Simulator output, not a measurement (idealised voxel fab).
Process module under the name voxel capacitor over wiring
It is cross-section cut that appears here, measuring 180 nm in width, its square cells being 5 nm in size.
Reading order for cross-sections: top band down to bottom band. Underlying form: a grid of square cells. Band size: one or more rows of cells.
Look at the band entry: it leads with the top's height and the bottom's height in nm. Then it lists the materials left to right, with a width in nm for each. The word "edge to edge" on a single material says that material fills the band edge to edge. The word "empty" is empty space.
Heights are reckoned from 0. Under this level, the received wafer is all of one material. The bottommost band is open-ended downward, for example "0 and below".
A two-number width, for instance "30 to 40", indicates that the width is equal to the first number in the top row of the band and to the second number in the bottom row, and that it changes by a constant amount per row of cells.
"no modifications" (step): cross-section cells unchanged, all of them.
Heads up: "Enclosed void listing" only lists the empty pockets with no open path to the top that are 8 cells or more, and it writes them as width x height at distance, distance from the left edge, in nm.
It should be noted that, on the line of a given step, the content following the step's settings is a remark produced by the simulator itself with respect to that step.
Among the settings permitted on a step's line is "overlay nm"; applied to a step with a mask, it specifies the extent to which the mask lay to the right of its planned position, whereas a negative figure signifies a position to the left.
## Here's what the planned process steps look like
1,RECEIVE, material Si
2,CONFORMAL_DEP, material SiO2, thk nm 15
3,DIRECTIONAL_DEP, material TiN, thk nm 5
4,DIRECTIONAL_DEP, material Ru, thk nm 20
5,PATTERN, tone cover, mask id METAL_1, material resist, width nm 25, pitch nm 95, thk nm 20, overlay nm 0
6,DIRECTIONAL_ETCH, etch materials Ru, depth nm 20
7,DIRECTIONAL_ETCH, etch materials TiN, depth nm 5
8,STRIP, etch materials resist
9,CONFORMAL_DEP, material SiCN, thk nm 5
10,FILL_DEP, material lowk, thk nm 5
11,CMP, height nm 40
12,CONFORMAL_DEP, material SiCN, thk nm 5
13,DIRECTIONAL_DEP, material SiO2, thk nm 10
14,DIRECTIONAL_DEP, material aC, thk nm 15
15,PATTERN, tone open, mask id PLUG_1, material resist, width nm 15, thk nm 35, overlay nm 0
16,DIRECTIONAL_ETCH, etch materials aC, depth nm 15
17,STRIP, etch materials resist
18,DIRECTIONAL_ETCH, etch materials SiO2, depth nm 10
19,DIRECTIONAL_ETCH, etch materials SiCN, depth nm 5
20,STRIP, etch materials aC
21,EPI, material Ru, thk nm 10
22,EPI, material Ru, thk nm 5
23,DIRECTIONAL_DEP, material TiN, thk nm 5
24,DIRECTIONAL_DEP, material HfO2, thk nm 5
25,DIRECTIONAL_DEP, material TiN, thk nm 5
26,DIRECTIONAL_DEP, material aC, thk nm 15
27,PATTERN, tone cover, mask id UPPER_PLATE, material resist, width nm 75, thk nm 30, overlay nm 0
28,DIRECTIONAL_ETCH, etch materials aC, depth nm 15
29,STRIP, etch materials resist
30,DIRECTIONAL_ETCH, etch materials TiN, depth nm 5
31,DIRECTIONAL_ETCH, etch materials HfO2, depth nm 5
32,STRIP, etch materials aC
33,DIRECTIONAL_DEP, material aC, thk nm 15
34,PATTERN, tone cover, mask id LOWER_PLATE, material resist, width nm 85, thk nm 35, overlay nm 0
35,DIRECTIONAL_ETCH, etch materials aC, depth nm 15
36,STRIP, etch materials resist
37,DIRECTIONAL_ETCH, etch materials TiN, depth nm 5
38,STRIP, etch materials aC
39,FILL_DEP, material SiO2, thk nm 15
40,CMP, height nm 80
41,DIRECTIONAL_DEP, material aC, thk nm 10
42,PATTERN, tone open, mask id PLUG_2, material resist, width nm 15, thk nm 30, overlay nm 0
43,DIRECTIONAL_ETCH, etch materials aC, depth nm 10
44,STRIP, etch materials resist
45,DIRECTIONAL_ETCH, etch materials SiO2, depth nm 10
46,STRIP, etch materials aC
47,CONFORMAL_DEP, material TiN, thk nm 5
48,FILL_DEP, material W, thk nm 10
49,CMP, height nm 80
50,CONFORMAL_DEP, material SiCN, thk nm 5
## Wafer at receipt (post step 1), cross-section
  0 and below = Si edge to edge
  Enclosed void listing: none
## As-planned run: cross-section of the first of two wafers at end of module
  85 down to 80 = SiCN edge to edge
  80 down to 75 = 50 of SiO2 / 5 of TiN / 5 of W / 5 of TiN / 115 of SiO2
  75 down to 65 = 50 to 40 of SiO2 / 15 to 75 of TiN / 115 to 65 of SiO2
  65 down to 60 = 40 of SiO2 / 75 of HfO2 / 65 of SiO2
  60 down to 55 = 35 of SiO2 / 85 of TiN / 60 of SiO2
  55 down to 45 = 40 of SiO2 / 15 of Ru / 125 of SiO2
  45 down to 40 = 40 of SiCN / 15 of Ru / 125 of SiCN
  40 down to 20 = 25 of lowk / 5 of SiCN / 25 of Ru / 5 of SiCN / 60 of lowk / 5 of SiCN / 25 of Ru / 5 of SiCN / 25 of lowk
  20 down to 15 = 30 of SiCN / 25 of TiN / 70 of SiCN / 25 of TiN / 30 of SiCN
  15 down to 0 = SiO2 edge to edge
  0 and below = Si edge to edge
  Enclosed void listing: none
## End-of-module cross-section of the second wafer: identical starting point and process plan to the first, with one processing mistake
  85 down to 80 = SiCN edge to edge
  80 down to 75 = 50 of SiO2 / 5 of TiN / 5 of W / 5 of TiN / 115 of SiO2
  75 down to 65 = 50 to 55 of SiO2 / 15 to 60 of TiN / 115 to 65 of SiO2
  65 down to 60 = 55 of SiO2 / 60 of HfO2 / 65 of SiO2
  60 down to 55 = 35 of SiO2 / 5 of TiN / 15 of SiO2 / 65 of TiN / 60 of SiO2
  55 down to 50 = 40 of SiO2 / 15 of TiN / 125 of SiO2
  50 down to 45 = 40 of SiO2 / 15 of HfO2 / 125 of SiO2
  45 down to 40 = 40 of SiCN / 15 of TiN / 125 of SiCN
  40 down to 35 = 25 of lowk / 35 of SiCN / 60 of lowk / 35 of SiCN / 25 of lowk
  35 down to 20 = 25 of lowk / 5 of SiCN / 25 of Ru / 5 of SiCN / 60 of lowk / 5 of SiCN / 25 of Ru / 5 of SiCN / 25 of lowk
  20 down to 15 = 30 of SiCN / 25 of Ru / 70 of SiCN / 25 of Ru / 30 of SiCN
  15 down to 0 = SiO2 edge to edge
  0 and below = Si edge to edge
  Enclosed void listing: none
Nonconformance to the process plan: step 3 of the plan was excluded from execution and never run
End of process, cell counts, second wafer against first, materials with more or fewer: 9 fewer of Ru | 10 more of SiCN | 9 more of SiO2 | 10 fewer of TiN
